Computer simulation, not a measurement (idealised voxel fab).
Process module in this document: voxel fin reveal
Shown is cross-section cut, with a width of 255 nm and square cells of size 5 nm.
The cross-sections in this document take the form of a grid made of square cells. They are written out as bands, in order from top to bottom. Each band consists of one or more rows of cells.
Heights first: top, then bottom, in nm. Then materials, left to right, each with a width in nm. "edge to edge" on a single material: fills the band edge to edge. "blank": empty space.
Height reference: 0 = level under which incoming wafer is all one material. Lowest band: no bottom, runs on downward, e.g. "0 down".
When a width is written as two numbers, as in "30 to 40", the first number is the width in the top row of cells of the band and the second is the width in its bottom row, and the width changes by the same amount from each row to the next.
Basically "nothing altered" means that step didn't change any cell in the cross-section.
Listed in "Cavities, closed": every empty space of 8 or more cells without an open way to the top. Form: width x height at distance, the distance being from the left edge, all in nm.
On each step's line, the part that comes after the settings is the simulator's own comment on the step.
overlay nm: mask right of planned place by this much (step with mask). Neg. = left.

### Intended process steps
1 RECEIVE [material Si]
2 CONFORMAL_DEP [material SiN] [thk nm 5]
3 PATTERN [tone cover] [mask id FINS] [material resist] [width nm 15] [pitch nm 45] [thk nm 15] [overlay nm -15]
4 DIRECTIONAL_ETCH [etch materials SiN] [depth nm 5]
5 DIRECTIONAL_ETCH [etch materials Si] [depth nm 30]
6 STRIP [etch materials resist]
7 FILL_DEP [material SiO2] [thk nm 5]
8 CMP [height nm 5]
9 SELECTIVE_ETCH [etch materials SiO2] [depth nm 15]
10 STRIP [etch materials SiN]
Variable across wafers: step 3 overlay nm (plan value is that of the first wafer; starting state common to all).

### first wafer as received, after step 1
0 down = Si edge to edge
Cavities, closed: none

### End of module, by wafer: material-by-material cell gain (+) or loss (-) since receipt, then closed voids
overlay nm -15 | -234 Si | +156 SiO2 | Cavities, closed: none
overlay nm -10 | -234 Si | +156 SiO2 | Cavities, closed: none
overlay nm -5 | -234 Si | +156 SiO2 | Cavities, closed: none
overlay nm 0 | -234 Si | +156 SiO2 | Cavities, closed: none
overlay nm 5 | -234 Si | +156 SiO2 | Cavities, closed: none
overlay nm 10 | -234 Si | +156 SiO2 | Cavities, closed: none
overlay nm 15 | -234 Si | +156 SiO2 | Cavities, closed: none
